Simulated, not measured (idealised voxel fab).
The name of this process module is voxel self aligned contacts.
We display cut, a cross-section 220 nm in width whose square cells are each 5 nm.
Notation: cross-section as square-cell grid; stated in bands, top first, going down; one or more cell rows per band. This entry defines a band. It first specifies the height of the band's top and the height of its bottom in nm, and then specifies the band's materials from left to right, stating each material with its width in nm. The word "throughout" identifies a single material that fills the band from edge to edge, while the word "empty" identifies empty space. The reference from which all heights are counted is 0, the level beneath which the as-received wafer is entirely one material; the lowest band, having no lower bound, proceeds downward and is written after the example "0 and below". Note: "30->40" means the width goes from the first number (top row of the band) to the second number (bottom row) in equal steps per row of cells. Where the words "no change occurred" appear for a step, the cross-section shows no cell changed by that step; every cell remained as before. "Enclosed void entries" specifies each empty space that is not open to the top and that occupies no fewer than 8 cells, using the form width x height at distance, the distance measured from the left edge and all three quantities in nm. It should be noted that, on the line of a given step, the content following the step's settings is a remark produced by the simulator itself with respect to that step. Regarding "overlay nm": on a step with a mask, it is the distance the mask lay to the right of its planned place; a negative value places it to the left. For the reader: what remains of this document is a series of pairs, each showing a cross-section before one process step and a cross-section after that step which reaches down only to the lowest band that changed, with the step between them and its settings set out under the pair. It should not be assumed that a pair continues from the pair above it; the pairs can come from different runs of this module on the same starting wafer, and such continuity exists only where the entry headed "State before" says so.
# State before
* 60 down to 55 | 65 TiN; 30 empty; 25 TiN; 30 empty; 70 TiN
* 55 down to 50 | 60 SiO2; 15 TiN; 10 empty; 15 TiN; 15 SiO2; 15 TiN; 10 empty; 15 TiN; 65 SiO2
* 50 down to 25 | 35 SiO2; 5 SiN; 25 polySi; 5 SiN; 5 TiN; 10 empty; 5 TiN; 5 SiN; 25 polySi; 5 SiN; 5 TiN; 10 empty; 5 TiN; 5 SiN; 25 polySi; 5 SiN; 40 SiO2
* 25 down to 20 | 35 SiO2; 5 SiN; 25 polySi; 5 SiN; 20 TiN; 5 SiN; 25 polySi; 5 SiN; 20 TiN; 5 SiN; 25 polySi; 5 SiN; 40 SiO2
* 20 down to 5 | SiN throughout
* 5 down to 0 | SiO2 throughout
* 0 and below | Si throughout
* Enclosed void entries: none
# Step Result
* 65 down to 60 | W throughout
* 60 down to 55 | 65 TiN; 30 W; 25 TiN; 30 W; 70 TiN
* 55 down to 50 | 60 SiO2; 15 TiN; 10 W; 15 TiN; 15 SiO2; 15 TiN; 10 W; 15 TiN; 65 SiO2
* 50 down to 25 | 35 SiO2; 5 SiN; 25 polySi; 5 SiN; 5 TiN; 10 W; 5 TiN; 5 SiN; 25 polySi; 5 SiN; 5 TiN; 10 W; 5 TiN; 5 SiN; 25 polySi; 5 SiN; 40 SiO2
* Everything below 25 is unchanged.
* Enclosed void entries: none
Between the two cross-sections shown above lies FILL_DEP [material W] [thk nm 5]
State before: cross-section not repeated; it is the one shown after the step in the pair just above.
# Step Result
* 55 down to 50 | 60 SiO2; 15 TiN; 10 W; 15 TiN; 15 SiO2; 15 TiN; 10 W; 15 TiN; 65 SiO2
* Everything below 50 is unchanged.
* Enclosed void entries: none
Between the two cross-sections shown above lies CMP [height nm 55]
State before: cross-section not repeated; it is the one shown after the step in the pair just above.
# Step Result
* 60 down to 55 | SiCN throughout
* Everything below 55 is unchanged.
* Enclosed void entries: none
Between the two cross-sections shown above lies CONFORMAL_DEP [material SiCN] [thk nm 5]
# State before
* 5 down to 0 | SiO2 throughout
* 0 and below | Si throughout
* Enclosed void entries: none
# Step Result
* 45 down to 5 | polySi throughout
* Everything below 5 is unchanged.
* Enclosed void entries: none
Between the two cross-sections shown above lies DIRECTIONAL_DEP [material polySi] [thk nm 40]
State before: cross-section not repeated; it is the one shown after the step in the pair just above.
# Step Result
* 60 down to 45 | SiN throughout
* Everything below 45 is unchanged.
* Enclosed void entries: none
Between the two cross-sections shown above lies DIRECTIONAL_DEP [material SiN] [thk nm 15]
State before: cross-section not repeated; it is the one shown after the step in the pair just above.
# Step Result
* 80 down to 60 | 40 empty; 25 resist; 30 empty; 25 resist; 30 empty; 25 resist; 45 empty
* Everything below 60 is unchanged.
* Enclosed void entries: none
Between the two cross-sections shown above lies PATTERN [tone cover] [mask id GATE] [material resist] [width nm 25] [pitch nm 55] [thk nm 20] [overlay nm 0]
State before: cross-section not repeated; it is the one shown after the step in the pair just above.
# Step Result
* 80 down to 60 | 40 empty; 25 resist; 30 empty; 25 resist; 30 empty; 25 resist; 45 empty
* 60 down to 45 | 40 empty; 25 SiN; 30 empty; 25 SiN; 30 empty; 25 SiN; 45 empty
* Everything below 45 is unchanged.
* Enclosed void entries: none
Between the two cross-sections shown above lies DIRECTIONAL_ETCH [etch materials SiN] [depth nm 15]
State before: cross-section not repeated; it is the one shown after the step in the pair just above.
# Step Result
* 80 down to 60 | 40 empty; 25 resist; 30 empty; 25 resist; 30 empty; 25 resist; 45 empty
* 60 down to 45 | 40 empty; 25 SiN; 30 empty; 25 SiN; 30 empty; 25 SiN; 45 empty
* 45 down to 15 | 40 empty; 25 polySi; 30 empty; 25 polySi; 30 empty; 25 polySi; 45 empty
* Everything below 15 is unchanged.
* Enclosed void entries: none
Between the two cross-sections shown above lies DIRECTIONAL_ETCH [etch materials polySi] [depth nm 30]
State before: cross-section not repeated; it is the one shown after the step in the pair just above.
# Step Result
* 60 down to 45 | 40 empty; 25 SiN; 30 empty; 25 SiN; 30 empty; 25 SiN; 45 empty
* Everything below 45 is unchanged.
* Enclosed void entries: none
Between the two cross-sections shown above lies STRIP [etch materials resist]
State before: cross-section not repeated; it is the one shown after the step in the pair just above.
# Step Result
* 65 down to 45 | 35 empty; 35 SiN; 20 empty; 35 SiN; 20 empty; 35 SiN; 40 empty
* 45 down to 20 | 35 empty; 5 SiN; 25 polySi; 5 SiN; 20 empty; 5 SiN; 25 polySi; 5 SiN; 20 empty; 5 SiN; 25 polySi; 5 SiN; 40 empty
* 20 down to 15 | 40 SiN; 25 polySi; 30 SiN; 25 polySi; 30 SiN; 25 polySi; 45 SiN
* Everything below 15 is unchanged.
* Enclosed void entries: none
Between the two cross-sections shown above lies CONFORMAL_DEP [material SiN] [thk nm 5]
State before: cross-section not repeated; it is the one shown after the step in the pair just above.
# Step Result
* 60 down to 45 | 35 empty; 35 SiN; 20 empty; 35 SiN; 20 empty; 35 SiN; 40 empty
* 45 down to 15 | 35 empty; 5 SiN; 25 polySi; 5 SiN; 20 empty; 5 SiN; 25 polySi; 5 SiN; 20 empty; 5 SiN; 25 polySi; 5 SiN; 40 empty
* Everything below 15 is unchanged.
* Enclosed void entries: none
Between the two cross-sections shown above lies DIRECTIONAL_ETCH [etch materials SiN] [depth nm 5]
State before: cross-section not repeated; it is the one shown after the step in the pair just above.
# Step Result
* 70 down to 60 | SiO2 throughout
* 60 down to 45 | 35 SiO2; 35 SiN; 20 SiO2; 35 SiN; 20 SiO2; 35 SiN; 40 SiO2
* 45 down to 15 | 35 SiO2; 5 SiN; 25 polySi; 5 SiN; 20 SiO2; 5 SiN; 25 polySi; 5 SiN; 20 SiO2; 5 SiN; 25 polySi; 5 SiN; 40 SiO2
* Everything below 15 is unchanged.
* Enclosed void entries: none
Between the two cross-sections shown above lies FILL_DEP [material SiO2] [thk nm 10]
State before: cross-section not repeated; it is the one shown after the step in the pair just above.
# Step Result
* 55 down to 45 | 35 SiO2; 35 SiN; 20 SiO2; 35 SiN; 20 SiO2; 35 SiN; 40 SiO2
* Everything below 45 is unchanged.
* Enclosed void entries: none
Between the two cross-sections shown above lies CMP [height nm 55]
State before: cross-section not repeated; it is the one shown after the step in the pair just above.
# Step Result
* 75 down to 55 | 60 resist; 40 empty; 15 resist; 40 empty; 65 resist
* Everything below 55 is unchanged.
* Enclosed void entries: none
Between the two cross-sections shown above lies PATTERN [tone open] [mask id CONTACT] [material resist] [width nm 40] [pitch nm 55] [thk nm 20] [overlay nm 0]
State before: cross-section not repeated; it is the one shown after the step in the pair just above.
# Step Result
* 75 down to 55 | 60 resist; 40 empty; 15 resist; 40 empty; 65 resist
* 55 down to 45 | 35 SiO2; 35 SiN; 20 empty; 35 SiN; 20 empty; 35 SiN; 40 SiO2
* 45 down to 15 | 35 SiO2; 5 SiN; 25 polySi; 5 SiN; 20 empty; 5 SiN; 25 polySi; 5 SiN; 20 empty; 5 SiN; 25 polySi; 5 SiN; 40 SiO2
* Everything below 15 is unchanged.
* Enclosed void entries: none
Between the two cross-sections shown above lies DIRECTIONAL_ETCH [etch materials SiO2] [depth nm 55]
State before: cross-section not repeated; it is the one shown after the step in the pair just above.
# Step Result
* 55 down to 45 | 35 SiO2; 35 SiN; 20 empty; 35 SiN; 20 empty; 35 SiN; 40 SiO2
* Everything below 45 is unchanged.
* Enclosed void entries: none
Between the two cross-sections shown above lies STRIP [etch materials resist]
State before: cross-section not repeated; it is the one shown after the step in the pair just above.
# Step Result
* 60 down to 55 | 75 TiN; 10 empty; 45 TiN; 10 empty; 80 TiN
* 55 down to 45 | 35 SiO2; 35 SiN; 5 TiN; 10 empty; 5 TiN; 35 SiN; 5 TiN; 10 empty; 5 TiN; 35 SiN; 40 SiO2
* 45 down to 20 | 35 SiO2; 5 SiN; 25 polySi; 5 SiN; 5 TiN; 10 empty; 5 TiN; 5 SiN; 25 polySi; 5 SiN; 5 TiN; 10 empty; 5 TiN; 5 SiN; 25 polySi; 5 SiN; 40 SiO2
* 20 down to 15 | 35 SiO2; 5 SiN; 25 polySi; 5 SiN; 20 TiN; 5 SiN; 25 polySi; 5 SiN; 20 TiN; 5 SiN; 25 polySi; 5 SiN; 40 SiO2
* Everything below 15 is unchanged.
* Enclosed void entries: none
Between the two cross-sections shown above lies CONFORMAL_DEP [material TiN] [thk nm 5]
State before: cross-section not repeated; it is the one shown after the step in the pair just above.
# Step Result
* 65 down to 60 | W throughout
* 60 down to 55 | 75 TiN; 10 W; 45 TiN; 10 W; 80 TiN
* 55 down to 45 | 35 SiO2; 35 SiN; 5 TiN; 10 W; 5 TiN; 35 SiN; 5 TiN; 10 W; 5 TiN; 35 SiN; 40 SiO2
* 45 down to 20 | 35 SiO2; 5 SiN; 25 polySi; 5 SiN; 5 TiN; 10 W; 5 TiN; 5 SiN; 25 polySi; 5 SiN; 5 TiN; 10 W; 5 TiN; 5 SiN; 25 polySi; 5 SiN; 40 SiO2
* Everything below 20 is unchanged.
* Enclosed void entries: none
Between the two cross-sections shown above lies FILL_DEP [material W] [thk nm 5]
State before: cross-section not repeated; it is the one shown after the step in the pair just above.
# Step Result
* 55 down to 45 | 35 SiO2; 35 SiN; 5 TiN; 10 W; 5 TiN; 35 SiN; 5 TiN; 10 W; 5 TiN; 35 SiN; 40 SiO2
* Everything below 45 is unchanged.
* Enclosed void entries: none
Between the two cross-sections shown above lies CMP [height nm 55]
State before: cross-section not repeated; it is the one shown after the step in the pair just above.
# Step Result
* 60 down to 55 | SiCN throughout
* Everything below 55 is unchanged.
* Enclosed void entries: none
Between the two cross-sections shown above lies CONFORMAL_DEP [material SiCN] [thk nm 5]
# State before
* 55 down to 50 | SiO2 throughout
* 50 down to 35 | 35 SiO2; 35 SiN; 20 SiO2; 35 SiN; 20 SiO2; 35 SiN; 40 SiO2
* 35 down to 5 | 35 SiO2; 5 SiN; 25 polySi; 5 SiN; 20 SiO2; 5 SiN; 25 polySi; 5 SiN; 20 SiO2; 5 SiN; 25 polySi; 5 SiN; 40 SiO2
* 5 down to 0 | SiO2 throughout
* 0 and below | Si throughout
* Enclosed void entries: none
# Step Result
* 75 down to 55 | 65 resist; 30 empty; 25 resist; 30 empty; 70 resist
* Everything below 55 is unchanged.
* Enclosed void entries: none
Between the two cross-sections shown above lies PATTERN [tone open] [mask id CONTACT] [material resist] [width nm 30] [pitch nm 55] [thk nm 20] [overlay nm 0]
State before: cross-section not repeated; it is the one shown after the step in the pair just above.
# Step Result
* 75 down to 55 | 65 resist; 30 empty; 25 resist; 30 empty; 70 resist
* 55 down to 50 | 65 SiO2; 30 empty; 25 SiO2; 30 empty; 70 SiO2
* 50 down to 35 | 35 SiO2; 35 SiN; 20 empty; 35 SiN; 20 empty; 35 SiN; 40 SiO2
* 35 down to 5 | 35 SiO2; 5 SiN; 25 polySi; 5 SiN; 20 empty; 5 SiN; 25 polySi; 5 SiN; 20 empty; 5 SiN; 25 polySi; 5 SiN; 40 SiO2
* 5 down to 0 | 70 SiO2; 20 empty; 35 SiO2; 20 empty; 75 SiO2
* Everything below 0 is unchanged.
* Enclosed void entries: none
Between the two cross-sections shown above lies DIRECTIONAL_ETCH [etch materials SiO2] [depth nm 55]
State before: cross-section not repeated; it is the one shown after the step in the pair just above.
# Step Result
* 55 down to 50 | 65 SiO2; 30 empty; 25 SiO2; 30 empty; 70 SiO2
* Everything below 50 is unchanged.
* Enclosed void entries: none
Between the two cross-sections shown above lies STRIP [etch materials resist]
State before: cross-section not repeated; it is the one shown after the step in the pair just above.
# Step Result
* 60 down to 55 | 70 TiN; 20 empty; 35 TiN; 20 empty; 75 TiN
* 55 down to 50 | 65 SiO2; 10 TiN; 10 empty; 10 TiN; 25 SiO2; 10 TiN; 10 empty; 10 TiN; 70 SiO2
* 50 down to 35 | 35 SiO2; 35 SiN; 5 TiN; 10 empty; 5 TiN; 35 SiN; 5 TiN; 10 empty; 5 TiN; 35 SiN; 40 SiO2
* 35 down to 5 | 35 SiO2; 5 SiN; 25 polySi; 5 SiN; 5 TiN; 10 empty; 5 TiN; 5 SiN; 25 polySi; 5 SiN; 5 TiN; 10 empty; 5 TiN; 5 SiN; 25 polySi; 5 SiN; 40 SiO2
* 5 down to 0 | 70 SiO2; 20 TiN; 35 SiO2; 20 TiN; 75 SiO2
* Everything below 0 is unchanged.
* Enclosed void entries: none
Between the two cross-sections shown above lies CONFORMAL_DEP [material TiN] [thk nm 5]
State before: cross-section not repeated; it is the one shown after the step in the pair just above.
# Step Result
* 65 down to 60 | W throughout
* 60 down to 55 | 70 TiN; 20 W; 35 TiN; 20 W; 75 TiN
* 55 down to 50 | 65 SiO2; 10 TiN; 10 W; 10 TiN; 25 SiO2; 10 TiN; 10 W; 10 TiN; 70 SiO2
* 50 down to 35 | 35 SiO2; 35 SiN; 5 TiN; 10 W; 5 TiN; 35 SiN; 5 TiN; 10 W; 5 TiN; 35 SiN; 40 SiO2
* 35 down to 5 | 35 SiO2; 5 SiN; 25 polySi; 5 SiN; 5 TiN; 10 W; 5 TiN; 5 SiN; 25 polySi; 5 SiN; 5 TiN; 10 W; 5 TiN; 5 SiN; 25 polySi; 5 SiN; 40 SiO2
* Everything below 5 is unchanged.
* Enclosed void entries: none
Between the two cross-sections shown above lies FILL_DEP [material W] [thk nm 5]
State before: cross-section not repeated; it is the one shown after the step in the pair just above.
# Step Result
* 55 down to 50 | 65 SiO2; 10 TiN; 10 W; 10 TiN; 25 SiO2; 10 TiN; 10 W; 10 TiN; 70 SiO2
* Everything below 50 is unchanged.
* Enclosed void entries: none
Between the two cross-sections shown above lies CMP [height nm 55]
State before: cross-section not repeated; it is the one shown after the step in the pair just above.
# Step Result
* 60 down to 55 | SiCN throughout
* Everything below 55 is unchanged.
* Enclosed void entries: none
Between the two cross-sections shown above lies CONFORMAL_DEP [material SiCN] [thk nm 5]
# State before
* 55 down to 50 | SiO2 throughout
* 50 down to 35 | 35 SiO2; 35 SiN; 20 SiO2; 35 SiN; 20 SiO2; 35 SiN; 40 SiO2
* 35 down to 5 | 35 SiO2; 5 SiN; 25 polySi; 5 SiN; 20 SiO2; 5 SiN; 25 polySi; 5 SiN; 20 SiO2; 5 SiN; 25 polySi; 5 SiN; 40 SiO2
* 5 down to 0 | SiO2 throughout
* 0 and below | Si throughout
* Enclosed void entries: none
# Step Result
* 75 down to 55 | 50 resist; 40 empty; 15 resist; 40 empty; 75 resist
* Everything below 55 is unchanged.
* Enclosed void entries: none
Between the two cross-sections shown above lies PATTERN [tone open] [mask id CONTACT] [material resist] [width nm 40] [pitch nm 55] [thk nm 20] [overlay nm -10]
State before: cross-section not repeated; it is the one shown after the step in the pair just above.
# Step Result
* 75 down to 55 | 50 resist; 40 empty; 15 resist; 40 empty; 75 resist
* 55 down to 50 | 50 SiO2; 40 empty; 15 SiO2; 40 empty; 75 SiO2
* 50 down to 35 | 35 SiO2; 35 SiN; 20 empty; 35 SiN; 20 empty; 35 SiN; 40 SiO2
* 35 down to 5 | 35 SiO2; 5 SiN; 25 polySi; 5 SiN; 20 empty; 5 SiN; 25 polySi; 5 SiN; 20 empty; 5 SiN; 25 polySi; 5 SiN; 40 SiO2
* 5 down to 0 | 70 SiO2; 20 empty; 35 SiO2; 20 empty; 75 SiO2
* Everything below 0 is unchanged.
* Enclosed void entries: none
Between the two cross-sections shown above lies DIRECTIONAL_ETCH [etch materials SiO2] [depth nm 55]
State before: cross-section not repeated; it is the one shown after the step in the pair just above.
# Step Result
* 55 down to 50 | 50 SiO2; 40 empty; 15 SiO2; 40 empty; 75 SiO2
* Everything below 50 is unchanged.
* Enclosed void entries: none
Between the two cross-sections shown above lies STRIP [etch materials resist]
State before: cross-section not repeated; it is the one shown after the step in the pair just above.
# Step Result
* 60 down to 55 | 55 TiN; 30 empty; 25 TiN; 30 empty; 80 TiN
* 55 down to 50 | 50 SiO2; 25 TiN; 10 empty; 5 TiN; 15 SiO2; 25 TiN; 10 empty; 5 TiN; 75 SiO2
* 50 down to 35 | 35 SiO2; 35 SiN; 5 TiN; 10 empty; 5 TiN; 35 SiN; 5 TiN; 10 empty; 5 TiN; 35 SiN; 40 SiO2
* 35 down to 5 | 35 SiO2; 5 SiN; 25 polySi; 5 SiN; 5 TiN; 10 empty; 5 TiN; 5 SiN; 25 polySi; 5 SiN; 5 TiN; 10 empty; 5 TiN; 5 SiN; 25 polySi; 5 SiN; 40 SiO2
* 5 down to 0 | 70 SiO2; 20 TiN; 35 SiO2; 20 TiN; 75 SiO2
* Everything below 0 is unchanged.
* Enclosed void entries: none
Between the two cross-sections shown above lies CONFORMAL_DEP [material TiN] [thk nm 5]
State before: cross-section not repeated; it is the one shown after the step in the pair just above.
# Step Result
* 65 down to 60 | W throughout
* 60 down to 55 | 55 TiN; 30 W; 25 TiN; 30 W; 80 TiN
* 55 down to 50 | 50 SiO2; 25 TiN; 10 W; 5 TiN; 15 SiO2; 25 TiN; 10 W; 5 TiN; 75 SiO2
* 50 down to 35 | 35 SiO2; 35 SiN; 5 TiN; 10 W; 5 TiN; 35 SiN; 5 TiN; 10 W; 5 TiN; 35 SiN; 40 SiO2
* 35 down to 5 | 35 SiO2; 5 SiN; 25 polySi; 5 SiN; 5 TiN; 10 W; 5 TiN; 5 SiN; 25 polySi; 5 SiN; 5 TiN; 10 W; 5 TiN; 5 SiN; 25 polySi; 5 SiN; 40 SiO2
* Everything below 5 is unchanged.
* Enclosed void entries: none
Between the two cross-sections shown above lies FILL_DEP [material W] [thk nm 5]
State before: cross-section not repeated; it is the one shown after the step in the pair just above.
# Step Result
* 55 down to 50 | 50 SiO2; 25 TiN; 10 W; 5 TiN; 15 SiO2; 25 TiN; 10 W; 5 TiN; 75 SiO2
* Everything below 50 is unchanged.
* Enclosed void entries: none
Between the two cross-sections shown above lies CMP [height nm 55]
State before: cross-section not repeated; it is the one shown after the step in the pair just above.
# Step Result
* 60 down to 55 | SiCN throughout
* Everything below 55 is unchanged.
* Enclosed void entries: none
Between the two cross-sections shown above lies CONFORMAL_DEP [material SiCN] [thk nm 5]
# State before
* 55 down to 50 | 60 SiO2; 40 empty; 15 SiO2; 40 empty; 65 SiO2
* 50 down to 35 | 35 SiO2; 35 SiN; 20 empty; 35 SiN; 20 empty; 35 SiN; 40 SiO2
* 35 down to 5 | 35 SiO2; 5 SiN; 25 polySi; 5 SiN; 20 empty; 5 SiN; 25 polySi; 5 SiN; 20 empty; 5 SiN; 25 polySi; 5 SiN; 40 SiO2
* 5 down to 0 | 70 SiO2; 20 empty; 35 SiO2; 20 empty; 75 SiO2
* 0 and below | Si throughout
* Enclosed void entries: none
# Step Result
* 60 down to 55 | 65 SiN; 30 empty; 25 SiN; 30 empty; 70 SiN
* 55 down to 50 | 60 SiO2; 15 SiN; 10 empty; 15 SiN; 15 SiO2; 15 SiN; 10 empty; 15 SiN; 65 SiO2
* 50 down to 35 | 35 SiO2; 40 SiN; 10 empty; 45 SiN; 10 empty; 40 SiN; 40 SiO2
* 35 down to 5 | 35 SiO2; 5 SiN; 25 polySi; 10 SiN; 10 empty; 10 SiN; 25 polySi; 10 SiN; 10 empty; 10 SiN; 25 polySi; 5 SiN; 40 SiO2
* 5 down to 0 | 70 SiO2; 20 SiN; 35 SiO2; 20 SiN; 75 SiO2
* Everything below 0 is unchanged.
* Enclosed void entries: none
Between the two cross-sections shown above lies CONFORMAL_DEP [material SiN] [thk nm 5]
State before: cross-section not repeated; it is the one shown after the step in the pair just above.
# Step Result
* 65 down to 60 | W throughout
* 60 down to 55 | 65 SiN; 30 W; 25 SiN; 30 W; 70 SiN
* 55 down to 50 | 60 SiO2; 15 SiN; 10 W; 15 SiN; 15 SiO2; 15 SiN; 10 W; 15 SiN; 65 SiO2
* 50 down to 35 | 35 SiO2; 40 SiN; 10 W; 45 SiN; 10 W; 40 SiN; 40 SiO2
* 35 down to 5 | 35 SiO2; 5 SiN; 25 polySi; 10 SiN; 10 W; 10 SiN; 25 polySi; 10 SiN; 10 W; 10 SiN; 25 polySi; 5 SiN; 40 SiO2
* Everything below 5 is unchanged.
* Enclosed void entries: none
Between the two cross-sections shown above lies FILL_DEP [material W] [thk nm 5]
State before: cross-section not repeated; it is the one shown after the step in the pair just above.
# Step Result
* 55 down to 50 | 60 SiO2; 15 SiN; 10 W; 15 SiN; 15 SiO2; 15 SiN; 10 W; 15 SiN; 65 SiO2
* Everything below 50 is unchanged.
* Enclosed void entries: none
Between the two cross-sections shown above lies CMP [height nm 55]
State before: cross-section not repeated; it is the one shown after the step in the pair just above.
# Step Result
* 60 down to 55 | SiCN throughout
* Everything below 55 is unchanged.
* Enclosed void entries: none
Between the two cross-sections shown above lies CONFORMAL_DEP [material SiCN] [thk nm 5]
# State before
* 55 down to 50 | SiO2 throughout
* 50 down to 35 | 35 SiO2; 35 SiN; 20 SiO2; 35 SiN; 20 SiO2; 35 SiN; 40 SiO2
* 35 down to 5 | 35 SiO2; 5 SiN; 25 polySi; 5 SiN; 20 SiO2; 5 SiN; 25 polySi; 5 SiN; 20 SiO2; 5 SiN; 25 polySi; 5 SiN; 40 SiO2
* 5 down to 0 | SiO2 throughout
* 0 and below | Si throughout
* Enclosed void entries: none
# Step Result
* 75 down to 55 | 60 empty; 40 resist; 15 empty; 40 resist; 65 empty
* Everything below 55 is unchanged.
* Enclosed void entries: none
Between the two cross-sections shown above lies PATTERN [tone cover] [mask id CONTACT] [material resist] [width nm 40] [pitch nm 55] [thk nm 20] [overlay nm 0]
State before: cross-section not repeated; it is the one shown after the step in the pair just above.
# Step Result
* 75 down to 55 | 60 empty; 40 resist; 15 empty; 40 resist; 65 empty
* 55 down to 50 | 60 empty; 40 SiO2; 15 empty; 40 SiO2; 65 empty
* 50 down to 35 | 35 empty; 35 SiN; 20 SiO2; 35 SiN; 20 SiO2; 35 SiN; 40 empty
* 35 down to 5 | 35 empty; 5 SiN; 25 polySi; 5 SiN; 20 SiO2; 5 SiN; 25 polySi; 5 SiN; 20 SiO2; 5 SiN; 25 polySi; 5 SiN; 40 empty
* 5 down to 0 | 35 empty; 145 SiO2; 40 empty
* Everything below 0 is unchanged.
* Enclosed void entries: none
Between the two cross-sections shown above lies DIRECTIONAL_ETCH [etch materials SiO2] [depth nm 55]
State before: cross-section not repeated; it is the one shown after the step in the pair just above.
# Step Result
* 55 down to 50 | 60 empty; 40 SiO2; 15 empty; 40 SiO2; 65 empty
* Everything below 50 is unchanged.
* Enclosed void entries: none
Between the two cross-sections shown above lies STRIP [etch materials resist]
State before: cross-section not repeated; it is the one shown after the step in the pair just above.
# Step Result
* 60 down to 55 | 55 empty; 50 TiN; 5 empty; 50 TiN; 60 empty
* 55 down to 50 | 30 empty; 30 TiN; 40 SiO2; 15 TiN; 40 SiO2; 30 TiN; 35 empty
* 50 down to 35 | 30 empty; 5 TiN; 35 SiN; 20 SiO2; 35 SiN; 20 SiO2; 35 SiN; 5 TiN; 35 empty
* 35 down to 5 | 30 empty; 5 TiN; 5 SiN; 25 polySi; 5 SiN; 20 SiO2; 5 SiN; 25 polySi; 5 SiN; 20 SiO2; 5 SiN; 25 polySi; 5 SiN; 5 TiN; 35 empty
* 5 down to 0 | 35 TiN; 145 SiO2; 40 TiN
* Everything below 0 is unchanged.
* Enclosed void entries: none
Between the two cross-sections shown above lies CONFORMAL_DEP [material TiN] [thk nm 5]
State before: cross-section not repeated; it is the one shown after the step in the pair just above.
# Step Result
* 65 down to 60 | W throughout
* 60 down to 55 | 55 W; 50 TiN; 5 W; 50 TiN; 60 W
* 55 down to 50 | 30 W; 30 TiN; 40 SiO2; 15 TiN; 40 SiO2; 30 TiN; 35 W
* 50 down to 35 | 30 W; 5 TiN; 35 SiN; 20 SiO2; 35 SiN; 20 SiO2; 35 SiN; 5 TiN; 35 W
* 35 down to 5 | 30 W; 5 TiN; 5 SiN; 25 polySi; 5 SiN; 20 SiO2; 5 SiN; 25 polySi; 5 SiN; 20 SiO2; 5 SiN; 25 polySi; 5 SiN; 5 TiN; 35 W
* Everything below 5 is unchanged.
* Enclosed void entries: none
Between the two cross-sections shown above lies FILL_DEP [material W] [thk nm 5]
State before: cross-section not repeated; it is the one shown after the step in the pair just above.
# Step Result
* 55 down to 50 | 30 W; 30 TiN; 40 SiO2; 15 TiN; 40 SiO2; 30 TiN; 35 W
* Everything below 50 is unchanged.
* Enclosed void entries: none
Between the two cross-sections shown above lies CMP [height nm 55]
State before: cross-section not repeated; it is the one shown after the step in the pair just above.
# Step Result
* 60 down to 55 | SiCN throughout
* Everything below 55 is unchanged.
* Enclosed void entries: none
Between the two cross-sections shown above lies CONFORMAL_DEP [material SiCN] [thk nm 5]
